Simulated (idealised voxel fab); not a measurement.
Process module in this document: voxel air gaps
Cross-sectional view cut (width: 175 nm; square cell size: 5 nm).
Each cross-section below is a grid of square cells, stated as bands in top-down order, with one or more rows of cells making up each band. It is stipulated that each band's entry specify, in nanometres, the height of the top of the band and then that of its bottom, followed by the materials of the band in left-to-right sequence, each together with its width in nanometres. A single material marked by the word "full width" is understood to fill the band from edge to edge; the word "air" is understood to denote empty space. We count height from 0. Below that, the starting wafer is all one material. The lowest band never ends at the bottom but goes on down; see "0 and below" for how that is written. With a width like "30->40", each row of cells in the band differs from the next by the same amount, the top row carrying the first number and the bottom row the second. A step reported as "nothing altered" is a step in which no cell of the cross-section changed. The list in "Enclosed internal cavities" covers empty spaces of 8 cells or more that cannot reach the top through any open way, and it gives each as width x height at distance; the distance is from the left edge, and width, height and distance are in nm. The remark found on a step's line after its settings is issued by the simulator itself and pertains to that step. overlay nm: how far to the right of its planned place the mask lay on this masked step (negative: to the left).

This section lists the process steps that were planned:
- 1: RECEIVE (material Si)
- 2: CONFORMAL_DEP (material SiO2; thk nm 15)
- 3: CONFORMAL_DEP (material SiCN; thk nm 5)
- 4: DIRECTIONAL_DEP (material lowk; thk nm 35)
- 5: DIRECTIONAL_DEP (material aC; thk nm 15)
- 6: PATTERN (tone open; mask id LINES; material resist; width nm 25; pitch nm 50; thk nm 30; overlay nm 0)
- 7: DIRECTIONAL_ETCH (etch materials aC; depth nm 15)
- 8: STRIP (etch materials resist)
- 9: DIRECTIONAL_ETCH (etch materials lowk; depth nm 35)
- 10: STRIP (etch materials aC)
- 11: CONFORMAL_DEP (material TiN; thk nm 5)
- 12: FILL_DEP (material Cu; thk nm 5)
- 13: CMP (height nm 55)
- 14: EPI (material Ru; thk nm 10)
- 15: SELECTIVE_ETCH (etch materials lowk; depth nm 45)
- 16: CONFORMAL_DEP (material SiCN; thk nm 5)

This is the cross-section of the wafer as we received it, i.e. after step 1:
    0 and below  Si full width
    Enclosed internal cavities: none

The module was run from the start shown above using the plan shown above, but one mistake was made doing it; the resulting wafer cross-section is below:
    70 down to 65  SiCN full width
    65 down to 55  Ru: 35, SiCN: 5, Ru: 45, SiCN: 5, Ru: 45, SiCN: 5, Ru: 35
    55 down to 50  Cu: 20, TiN: 5, SiCN: 25, TiN: 5, Cu: 15, TiN: 5, SiCN: 25, TiN: 5, Cu: 15, TiN: 5, SiCN: 25, TiN: 5, Cu: 20
    50 down to 25  Cu: 20, TiN: 5, SiCN: 5, air: 15, SiCN: 5, TiN: 5, Cu: 15, TiN: 5, SiCN: 5, air: 15, SiCN: 5, TiN: 5, Cu: 15, TiN: 5, SiCN: 5, air: 15, SiCN: 5, TiN: 5, Cu: 20
    25 down to 20  TiN: 25, SiCN: 25, TiN: 25, SiCN: 25, TiN: 25, SiCN: 25, TiN: 25
    20 down to 15  SiCN full width
    15 down to 0  SiO2 full width
    0 and below  Si full width
    Enclosed internal cavities: 15 x 25 at 30; 15 x 25 at 80; 15 x 25 at 130
Deviation from plan: step 6, actual vs plan mismatch, actual run PATTERN (tone cover; mask id LINES; material resist; width nm 25; pitch nm 50; thk nm 30; overlay nm 0)
